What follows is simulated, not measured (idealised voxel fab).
process module | voxel lift off
cross-section cut | 140 nm wide | cells 5 nm
A cross-section is a grid of square cells, given in bands from the top down. A band is one or more rows of cells.
Each band's line starts with the height of the band's top and of its bottom, in nm. Then come its materials from left to right, each with its width in nm. One material with "throughout" fills the band from edge to edge. "air" is empty space.
Height 0 is the level under which the wafer as received is all one material. The lowest band goes on downwards, as in "0 down".
A width such as "30 to 40" changes by the same amount from each row of cells to the next, from the band's top row to its bottom row.
"no change" after a step means that no cell of the cross-section changed.
closed voids: empty space of 8 cells or more with no open way to the top, each as width x height at its distance from the left edge, in nm
after a step's settings: what the simulator itself notes on the step
overlay nm, on a step with a mask: how far to the right of its planned place the mask lay; to the left if negative
plan
1 op RECEIVE | material Si
2 op CONFORMAL_DEP | material Al2O3 | thk nm 10
3 op PATTERN | tone open | mask id LINES | material resist | width nm 25 | pitch nm 40 | thk nm 20 | overlay nm 0
4 op DIRECTIONAL_DEP | material Ru | thk nm 10
5 op STRIP | etch materials resist
6 op CONFORMAL_DEP | material SiO2 | thk nm 10
first wafer, as planned
as received, after step 1
  0 down: Si throughout
  closed voids: none
after step 2
  10 to 0: Al2O3 throughout
  below 0: unchanged
after step 3
  30 to 10: resist 15 | air 25 | resist 15 | air 25 | resist 15 | air 25 | resist 20
  below 10: unchanged
after step 4
  40 to 30: Ru 15 | air 25 | Ru 15 | air 25 | Ru 15 | air 25 | Ru 20
  30 to 20: resist 15 | air 25 | resist 15 | air 25 | resist 15 | air 25 | resist 20
  20 to 10: resist 15 | Ru 25 | resist 15 | Ru 25 | resist 15 | Ru 25 | resist 20
  below 10: unchanged
after step 5
  20 to 10: air 15 | Ru 25 | air 15 | Ru 25 | air 15 | Ru 25 | air 20
  below 10: unchanged
after step 6
  30 to 20: air 5 | SiO2 125 | air 10
  20 to 10: SiO2 15 | Ru 25 | SiO2 15 | Ru 25 | SiO2 15 | Ru 25 | SiO2 20
  below 10: unchanged
second wafer: like start, like plan, one mistake. Through step 1 it matches the first wafer
when step 2 should have ended
  10 to 0: Ru throughout
  below 0: unchanged
when step 3 should have ended
  30 to 10: resist 15 | air 25 | resist 15 | air 25 | resist 15 | air 25 | resist 20
  below 10: unchanged
when step 4 should have ended
  40 to 30: Ru 15 | air 25 | Ru 15 | air 25 | Ru 15 | air 25 | Ru 20
  30 to 20: resist 15 | air 25 | resist 15 | air 25 | resist 15 | air 25 | resist 20
  20 to 10: resist 15 | Ru 25 | resist 15 | Ru 25 | resist 15 | Ru 25 | resist 20
  below 10: unchanged
when step 5 should have ended
  20 to 10: air 15 | Ru 25 | air 15 | Ru 25 | air 15 | Ru 25 | air 20
  below 10: unchanged
when step 6 should have ended
  30 to 20: air 5 | SiO2 125 | air 10
  20 to 10: SiO2 15 | Ru 25 | SiO2 15 | Ru 25 | SiO2 15 | Ru 25 | SiO2 20
  below 10: unchanged
what went wrong: step 2 ran as: op CONFORMAL_DEP | material Ru | thk nm 10
at the end the second wafer has, in cells: 56 fewer of Al2O3 | 56 more of Ru
